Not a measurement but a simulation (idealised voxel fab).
process module | voxel trench capacitor
cross-section cut | 140 nm wide | cells 5 nm
A cross-section is a grid of square cells, given in bands from the top down. A band is one or more rows of cells.
Each band's line starts with the height of the band's top and of its bottom, in nm. Then come its materials from left to right, each with its width in nm. One material with "throughout" fills the band from edge to edge. "air" is empty space.
Height 0 is the level under which the wafer as received is all one material. The lowest band goes on downwards, as in "0 down".
A width such as "30 to 40" changes by the same amount from each row of cells to the next, from the band's top row to its bottom row.
"no change" after a step means that no cell of the cross-section changed.
closed voids: empty space of 8 cells or more with no open way to the top, each as width x height at its distance from the left edge, in nm
after a step's settings: what the simulator itself notes on the step
overlay nm, on a step with a mask: how far to the right of its planned place the mask lay; to the left if negative
plan
1 op RECEIVE | material Si
2 op CONFORMAL_DEP | material SiN | thk nm 10
3 op DIRECTIONAL_DEP | material aC | thk nm 10
4 op PATTERN | tone open | mask id TRENCH | material resist | width nm 15 | pitch nm 35 | thk nm 25 | overlay nm -10
5 op DIRECTIONAL_ETCH | etch materials aC | depth nm 10
6 op STRIP | etch materials resist
7 op DIRECTIONAL_ETCH | etch materials SiN | depth nm 10
8 op DIRECTIONAL_ETCH | etch materials Si | depth nm 25
9 op STRIP | etch materials aC
10 op CONFORMAL_DEP | material SiO2 | thk nm 5
11 op FILL_DEP | material polySi | thk nm 10
12 op CMP | height nm 10
varied across the wafers: overlay nm of step 4. The plan shows the first wafer's value. All wafers start alike
first wafer as received, after step 1
  0 down: Si throughout
  closed voids: none
each wafer at the end: cells of each material gained (+) or lost (-) since it was received, then its closed voids
overlay nm -10 | -45 Si | +38 SiN | +45 SiO2 | +18 polySi | closed voids: none
overlay nm -5 | -45 Si | +38 SiN | +45 SiO2 | +18 polySi | closed voids: none
overlay nm 0 | -45 Si | +38 SiN | +45 SiO2 | +18 polySi | closed voids: none
overlay nm 5 | -45 Si | +38 SiN | +45 SiO2 | +18 polySi | closed voids: none
overlay nm 10 | -45 Si | +38 SiN | +45 SiO2 | +18 polySi | closed voids: none
overlay nm 15 | -45 Si | +38 SiN | +45 SiO2 | +18 polySi | closed voids: none
